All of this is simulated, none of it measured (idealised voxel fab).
process module | voxel air gaps
cross-section cut | 270 nm wide | cells 5 nm
A cross-section is a grid of square cells, given in bands from the top down. A band is one or more rows of cells.
Each band's line starts with the height of the band's top and of its bottom, in nm. Then come its materials from left to right, each with its width in nm. One material with "throughout" fills the band from edge to edge. "air" is empty space.
Height 0 is the level under which the wafer as received is all one material. The lowest band goes on downwards, as in "0 down".
A width such as "30 to 40" changes by the same amount from each row of cells to the next, from the band's top row to its bottom row.
"no change" after a step means that no cell of the cross-section changed.
closed voids: empty space of 8 cells or more with no open way to the top, each as width x height at its distance from the left edge, in nm
after a step's settings: what the simulator itself notes on the step
overlay nm, on a step with a mask: how far to the right of its planned place the mask lay; to the left if negative
plan
1 op RECEIVE | material Si
2 op CONFORMAL_DEP | material SiO2 | thk nm 10
3 op CONFORMAL_DEP | material SiCN | thk nm 5
4 op DIRECTIONAL_DEP | material lowk | thk nm 40
5 op DIRECTIONAL_DEP | material aC | thk nm 15
6 op PATTERN | tone open | mask id LINES | material resist | width nm 15 | pitch nm 40 | thk nm 35 | overlay nm 0
7 op DIRECTIONAL_ETCH | etch materials aC | depth nm 15
8 op STRIP | etch materials resist
9 op DIRECTIONAL_ETCH | etch materials lowk | depth nm 40
10 op STRIP | etch materials aC
11 op CONFORMAL_DEP | material TiN | thk nm 5
12 op FILL_DEP | material W | thk nm 10
13 op CMP | height nm 55
14 op EPI | material Ru | thk nm 10
15 op SELECTIVE_ETCH | etch materials lowk | depth nm 50
16 op CONFORMAL_DEP | material SiCN | thk nm 5
as received, after step 1
  0 down: Si throughout
  closed voids: none
first wafer at the end, as planned
  70 to 65: air 70 | SiCN 125 | air 75
  65 to 55: air 70 | SiCN 5 | Ru 35 | SiCN 5 | Ru 35 | SiCN 5 | Ru 35 | SiCN 5 | air 75
  55 to 50: air 70 | SiCN 15 | TiN 5 | W 5 | TiN 5 | SiCN 25 | TiN 5 | W 5 | TiN 5 | SiCN 25 | TiN 5 | W 5 | TiN 5 | SiCN 15 | air 75
  50 to 20: air 80 | SiCN 5 | TiN 5 | W 5 | TiN 5 | SiCN 5 | air 15 | SiCN 5 | TiN 5 | W 5 | TiN 5 | SiCN 5 | air 15 | SiCN 5 | TiN 5 | W 5 | TiN 5 | SiCN 5 | air 85
  20 to 15: SiCN 85 | TiN 15 | SiCN 25 | TiN 15 | SiCN 25 | TiN 15 | SiCN 90
  15 to 10: SiCN throughout
  10 to 0: SiO2 throughout
  0 down: Si throughout
  closed voids: 15 x 30 at 105; 15 x 30 at 145
second wafer at the end: like start, like plan, one mistake
  70 to 65: air 75 | SiCN 125 | air 70
  65 to 55: air 75 | SiCN 5 | Ru 35 | SiCN 5 | Ru 35 | SiCN 5 | Ru 35 | SiCN 5 | air 70
  55 to 50: air 75 | SiCN 15 | TiN 5 | W 5 | TiN 5 | SiCN 25 | TiN 5 | W 5 | TiN 5 | SiCN 25 | TiN 5 | W 5 | TiN 5 | SiCN 15 | air 70
  50 to 20: air 85 | SiCN 5 | TiN 5 | W 5 | TiN 5 | SiCN 5 | air 15 | SiCN 5 | TiN 5 | W 5 | TiN 5 | SiCN 5 | air 15 | SiCN 5 | TiN 5 | W 5 | TiN 5 | SiCN 5 | air 80
  20 to 15: SiCN 90 | TiN 15 | SiCN 25 | TiN 15 | SiCN 25 | TiN 15 | SiCN 85
  15 to 10: SiCN throughout
  10 to 0: SiO2 throughout
  0 down: Si throughout
  closed voids: 15 x 30 at 110; 15 x 30 at 150
what went wrong: step 6 ran as: op PATTERN | tone open | mask id LINES | material resist | width nm 15 | pitch nm 40 | thk nm 35 | overlay nm 5
at the end the second wafer has, in cells: as many of each material as the first, in other places
